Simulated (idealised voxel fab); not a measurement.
Process module name: voxel capacitor over wiring
Square cell edge 5 nm, section width 245 nm, ID cut.
Reading order for cross-sections: top band down to bottom band. Underlying form: a grid of square cells. Band size: one or more rows of cells.
Heads up on the band format: heights come first, top then bottom, in nm. After that it's the materials left to right, each with its width in nm. A single material flagged "throughout" fills the whole band edge to edge, and "blank" means there's empty space there.
We count height from 0. Below that, the starting wafer is all one material. The lowest band never ends at the bottom but goes on down; see "0 -> down" for how that is written.
So if you see something like "30->40" for the width, read it as the top row of the band sitting at the first number and the bottom row at the second, with every row in between moving by the same amount as the last.
"nothing changed" for a step: no cell of the cross-section changed in that step.
Any empty space of 8 cells or more lacking an open way to the top shows up in "Listed closed voids" as width x height at distance, distance from the left edge, in nm.
Anything after a step's settings on that line? It's the simulator's own note about the step.
overlay nm: on a step with a mask, how far right of its planned place the mask lay; negative means left.

Planned step list for the process:
1 op RECEIVE | material Si
2 op CONFORMAL_DEP | material SiO2 | thk nm 15
3 op DIRECTIONAL_DEP | material TiN | thk nm 5
4 op DIRECTIONAL_DEP | material Ru | thk nm 25
5 op PATTERN | tone cover | mask id METAL_1 | material resist | width nm 20 | pitch nm 75 | thk nm 20 | overlay nm 0
6 op DIRECTIONAL_ETCH | etch materials Ru | depth nm 25
7 op DIRECTIONAL_ETCH | etch materials TiN | depth nm 5
8 op STRIP | etch materials resist
9 op CONFORMAL_DEP | material SiCN | thk nm 5
10 op FILL_DEP | material SiO2 | thk nm 5
11 op CMP | height nm 45
12 op CONFORMAL_DEP | material SiCN | thk nm 5
13 op DIRECTIONAL_DEP | material lowk | thk nm 20
14 op MASKED_ETCH | tone open | mask id PLUG_1 | width nm 15 | etch materials lowk | depth nm 20 | overlay nm 0
15 op MASKED_ETCH | tone open | mask id PLUG_1 | width nm 15 | etch materials SiCN | depth nm 5 | overlay nm 0
16 op CONFORMAL_DEP | material TiN | thk nm 5
17 op FILL_DEP | material W | thk nm 10
18 op CMP | height nm 70
19 op DIRECTIONAL_DEP | material TiN | thk nm 5
20 op DIRECTIONAL_DEP | material SiN | thk nm 5
21 op DIRECTIONAL_DEP | material TiN | thk nm 10
22 op DIRECTIONAL_DEP | material aC | thk nm 10
23 op PATTERN | tone cover | mask id UPPER_PLATE | material resist | width nm 60 | thk nm 25 | overlay nm 0
24 op DIRECTIONAL_ETCH | etch materials aC | depth nm 10
25 op STRIP | etch materials resist
26 op DIRECTIONAL_ETCH | etch materials TiN | depth nm 10
27 op DIRECTIONAL_ETCH | etch materials SiN | depth nm 5
28 op STRIP | etch materials aC
29 op PATTERN | tone cover | mask id LOWER_PLATE | material resist | width nm 70 | thk nm 15 | overlay nm 0
30 op DIRECTIONAL_ETCH | etch materials TiN | depth nm 5
31 op STRIP | etch materials resist
32 op FILL_DEP | material SiO2 | thk nm 20
33 op CMP | height nm 105
34 op PATTERN | tone open | mask id PLUG_2 | material resist | width nm 15 | thk nm 20 | overlay nm 0
35 op DIRECTIONAL_ETCH | etch materials SiO2 | depth nm 15
36 op STRIP | etch materials resist
37 op CONFORMAL_DEP | material TiN | thk nm 5
38 op FILL_DEP | material Ru | thk nm 10
39 op CMP | height nm 105
40 op CONFORMAL_DEP | material SiN | thk nm 5

On the first of the two wafers: run conducted according to plan:

Incoming wafer, cross-sectional view, post step 1:
* 0 -> down = Si throughout
* Listed closed voids: none

After step 2: wafer cross-section:
* 15 -> 0 = SiO2 throughout
* Unchanged below 0.

After step 3: wafer cross-section:
* 20 -> 15 = TiN throughout
* Unchanged below 15.

After step 4: wafer cross-section:
* 45 -> 20 = Ru throughout
* Unchanged below 20.

After step 5: wafer cross-section:
* 65 -> 45 = blank: 75  resist: 20  blank: 55  resist: 20  blank: 75
* Unchanged below 45.

After step 6: wafer cross-section:
* 65 -> 45 = blank: 75  resist: 20  blank: 55  resist: 20  blank: 75
* 45 -> 20 = blank: 75  Ru: 20  blank: 55  Ru: 20  blank: 75
* Unchanged below 20.

After step 7: wafer cross-section:
* 65 -> 45 = blank: 75  resist: 20  blank: 55  resist: 20  blank: 75
* 45 -> 20 = blank: 75  Ru: 20  blank: 55  Ru: 20  blank: 75
* 20 -> 15 = blank: 75  TiN: 20  blank: 55  TiN: 20  blank: 75
* Unchanged below 15.

After step 8: wafer cross-section:
* 45 -> 20 = blank: 75  Ru: 20  blank: 55  Ru: 20  blank: 75
* Unchanged below 20.

After step 9: wafer cross-section:
* 50 -> 45 = blank: 70  SiCN: 30  blank: 45  SiCN: 30  blank: 70
* 45 -> 20 = blank: 70  SiCN: 5  Ru: 20  SiCN: 5  blank: 45  SiCN: 5  Ru: 20  SiCN: 5  blank: 70
* 20 -> 15 = SiCN: 75  TiN: 20  SiCN: 55  TiN: 20  SiCN: 75
* Unchanged below 15.

After step 10: wafer cross-section:
* 55 -> 50 = SiO2 throughout
* 50 -> 45 = SiO2: 70  SiCN: 30  SiO2: 45  SiCN: 30  SiO2: 70
* 45 -> 20 = SiO2: 70  SiCN: 5  Ru: 20  SiCN: 5  SiO2: 45  SiCN: 5  Ru: 20  SiCN: 5  SiO2: 70
* Unchanged below 20.

After step 11: wafer cross-section:
* 45 -> 20 = SiO2: 70  SiCN: 5  Ru: 20  SiCN: 5  SiO2: 45  SiCN: 5  Ru: 20  SiCN: 5  SiO2: 70
* Unchanged below 20.

After step 12: wafer cross-section:
* 50 -> 45 = SiCN throughout
* Unchanged below 45.

After step 13: wafer cross-section:
* 70 -> 50 = lowk throughout
* Unchanged below 50.

After step 14: wafer cross-section:
* 70 -> 50 = lowk: 80  blank: 15  lowk: 150
* Unchanged below 50.

After step 15: wafer cross-section:
* 70 -> 50 = lowk: 80  blank: 15  lowk: 150
* 50 -> 45 = SiCN: 80  blank: 15  SiCN: 150
* Unchanged below 45.

After step 16: wafer cross-section:
* 75 -> 70 = TiN: 85  blank: 5  TiN: 155
* 70 -> 50 = lowk: 80  TiN: 5  blank: 5  TiN: 5  lowk: 150
* 50 -> 45 = SiCN: 80  TiN: 15  SiCN: 150
* Unchanged below 45.

After step 17: wafer cross-section:
* 85 -> 75 = W throughout
* 75 -> 70 = TiN: 85  W: 5  TiN: 155
* 70 -> 50 = lowk: 80  TiN: 5  W: 5  TiN: 5  lowk: 150
* Unchanged below 50.

After step 18: wafer cross-section:
* 70 -> 50 = lowk: 80  TiN: 5  W: 5  TiN: 5  lowk: 150
* Unchanged below 50.

After step 19: wafer cross-section:
* 75 -> 70 = TiN throughout
* Unchanged below 70.

After step 20: wafer cross-section:
* 80 -> 75 = SiN throughout
* Unchanged below 75.

After step 21: wafer cross-section:
* 90 -> 80 = TiN throughout
* Unchanged below 80.

After step 22: wafer cross-section:
* 100 -> 90 = aC throughout
* Unchanged below 90.

After step 23: wafer cross-section:
* 125 -> 100 = blank: 80  resist: 60  blank: 105
* Unchanged below 100.

After step 24: wafer cross-section:
* 115 -> 100 = blank: 80  resist: 60  blank: 105
* 100 -> 90 = blank: 80  aC: 60  blank: 105
* Unchanged below 90.

After step 25: wafer cross-section:
* 100 -> 90 = blank: 80  aC: 60  blank: 105
* Unchanged below 90.

After step 26: wafer cross-section:
* 100 -> 90 = blank: 80  aC: 60  blank: 105
* 90 -> 80 = blank: 80  TiN: 60  blank: 105
* Unchanged below 80.

After step 27: wafer cross-section:
* 100 -> 90 = blank: 80  aC: 60  blank: 105
* 90 -> 80 = blank: 80  TiN: 60  blank: 105
* 80 -> 75 = blank: 80  SiN: 60  blank: 105
* Unchanged below 75.

After step 28: wafer cross-section:
* 90 -> 80 = blank: 80  TiN: 60  blank: 105
* Unchanged below 80.

After step 29: wafer cross-section:
* 105 -> 90 = blank: 75  resist: 70  blank: 100
* 90 -> 80 = blank: 75  resist: 5  TiN: 60  resist: 5  blank: 100
* 80 -> 75 = blank: 75  resist: 5  SiN: 60  resist: 5  blank: 100
* Unchanged below 75.

After step 30: wafer cross-section:
* 105 -> 90 = blank: 75  resist: 70  blank: 100
* 90 -> 80 = blank: 75  resist: 5  TiN: 60  resist: 5  blank: 100
* 80 -> 75 = blank: 75  resist: 5  SiN: 60  resist: 5  blank: 100
* 75 -> 70 = blank: 75  TiN: 70  blank: 100
* Unchanged below 70.

After step 31: wafer cross-section:
* 90 -> 80 = blank: 80  TiN: 60  blank: 105
* 80 -> 75 = blank: 80  SiN: 60  blank: 105
* Unchanged below 75.

After step 32: wafer cross-section:
* 110 -> 90 = SiO2 throughout
* 90 -> 80 = SiO2: 80  TiN: 60  SiO2: 105
* 80 -> 75 = SiO2: 80  SiN: 60  SiO2: 105
* 75 -> 70 = SiO2: 75  TiN: 70  SiO2: 100
* Unchanged below 70.

After step 33: wafer cross-section:
* 105 -> 90 = SiO2 throughout
* Unchanged below 90.

After step 34: wafer cross-section:
* 125 -> 105 = resist: 90  blank: 15  resist: 140
* Unchanged below 105.

After step 35: wafer cross-section:
* 125 -> 105 = resist: 90  blank: 15  resist: 140
* 105 -> 90 = SiO2: 90  blank: 15  SiO2: 140
* Unchanged below 90.

After step 36: wafer cross-section:
* 105 -> 90 = SiO2: 90  blank: 15  SiO2: 140
* Unchanged below 90.

After step 37: wafer cross-section:
* 110 -> 105 = TiN: 95  blank: 5  TiN: 145
* 105 -> 95 = SiO2: 90  TiN: 5  blank: 5  TiN: 5  SiO2: 140
* 95 -> 90 = SiO2: 90  TiN: 15  SiO2: 140
* Unchanged below 90.

After step 38: wafer cross-section:
* 120 -> 110 = Ru throughout
* 110 -> 105 = TiN: 95  Ru: 5  TiN: 145
* 105 -> 95 = SiO2: 90  TiN: 5  Ru: 5  TiN: 5  SiO2: 140
* Unchanged below 95.

After step 39: wafer cross-section:
* 105 -> 95 = SiO2: 90  TiN: 5  Ru: 5  TiN: 5  SiO2: 140
* Unchanged below 95.

After step 40: wafer cross-section:
* 110 -> 105 = SiN throughout
* Unchanged below 105.

Regarding the second of the two wafers: it shared the first wafer's starting condition and process plan, yet one error occurred during its execution. Its history coincides with that of the first wafer up to and including step 28:

Cross-section of the second wafer at the time by which step 29 should have been completed according to the plan:
* 105 -> 90 = resist: 75  blank: 70  resist: 100
* 90 -> 80 = resist: 75  blank: 5  TiN: 60  blank: 5  resist: 100
* 80 -> 75 = resist: 75  blank: 5  SiN: 60  blank: 5  resist: 100
* Unchanged below 75.

Cross-section of the second wafer at the time by which step 30 should have been completed according to the plan:
* 105 -> 85 = resist: 75  blank: 70  resist: 100
* 85 -> 80 = resist: 75  blank: 5  TiN: 60  blank: 5  resist: 100
* 80 -> 75 = resist: 75  blank: 5  SiN: 60  blank: 5  resist: 100
* 75 -> 70 = TiN: 75  blank: 5  TiN: 60  blank: 5  TiN: 100
* Unchanged below 70.

Cross-section of the second wafer at the time by which step 31 should have been completed according to the plan:
* 85 -> 80 = blank: 80  TiN: 60  blank: 105
* 80 -> 75 = blank: 80  SiN: 60  blank: 105
* Unchanged below 75.

Cross-section of the second wafer at the time by which step 32 should have been completed according to the plan:
* 105 -> 85 = SiO2 throughout
* 85 -> 80 = SiO2: 80  TiN: 60  SiO2: 105
* 80 -> 75 = SiO2: 80  SiN: 60  SiO2: 105
* 75 -> 70 = TiN: 75  SiO2: 5  TiN: 60  SiO2: 5  TiN: 100
* Unchanged below 70.

Cross-section of the second wafer at the time by which step 33 should have been completed according to the plan: nothing changed

Cross-section of the second wafer at the time by which step 34 should have been completed according to the plan:
* 125 -> 105 = resist: 90  blank: 15  resist: 140
* Unchanged below 105.

Cross-section of the second wafer at the time by which step 35 should have been completed according to the plan:
* 125 -> 105 = resist: 90  blank: 15  resist: 140
* 105 -> 90 = SiO2: 90  blank: 15  SiO2: 140
* Unchanged below 90.

Cross-section of the second wafer at the time by which step 36 should have been completed according to the plan:
* 105 -> 90 = SiO2: 90  blank: 15  SiO2: 140
* Unchanged below 90.

Cross-section of the second wafer at the time by which step 37 should have been completed according to the plan:
* 110 -> 105 = TiN: 95  blank: 5  TiN: 145
* 105 -> 95 = SiO2: 90  TiN: 5  blank: 5  TiN: 5  SiO2: 140
* 95 -> 90 = SiO2: 90  TiN: 15  SiO2: 140
* Unchanged below 90.

Cross-section of the second wafer at the time by which step 38 should have been completed according to the plan:
* 120 -> 110 = Ru throughout
* 110 -> 105 = TiN: 95  Ru: 5  TiN: 145
* 105 -> 95 = SiO2: 90  TiN: 5  Ru: 5  TiN: 5  SiO2: 140
* Unchanged below 95.

Cross-section of the second wafer at the time by which step 39 should have been completed according to the plan:
* 105 -> 95 = SiO2: 90  TiN: 5  Ru: 5  TiN: 5  SiO2: 140
* Unchanged below 95.

Cross-section of the second wafer at the time by which step 40 should have been completed according to the plan:
* 110 -> 105 = SiN throughout
* Unchanged below 105.
Where did the run depart from the plan? heads up, step 29 didn't go per plan, it actually ran as op PATTERN | tone open | mask id LOWER_PLATE | material resist | width nm 70 | thk nm 15 | overlay nm 0
Final comparison by cell count, materials where the second wafer has more or fewer than the first: SiO2 -21; TiN +21
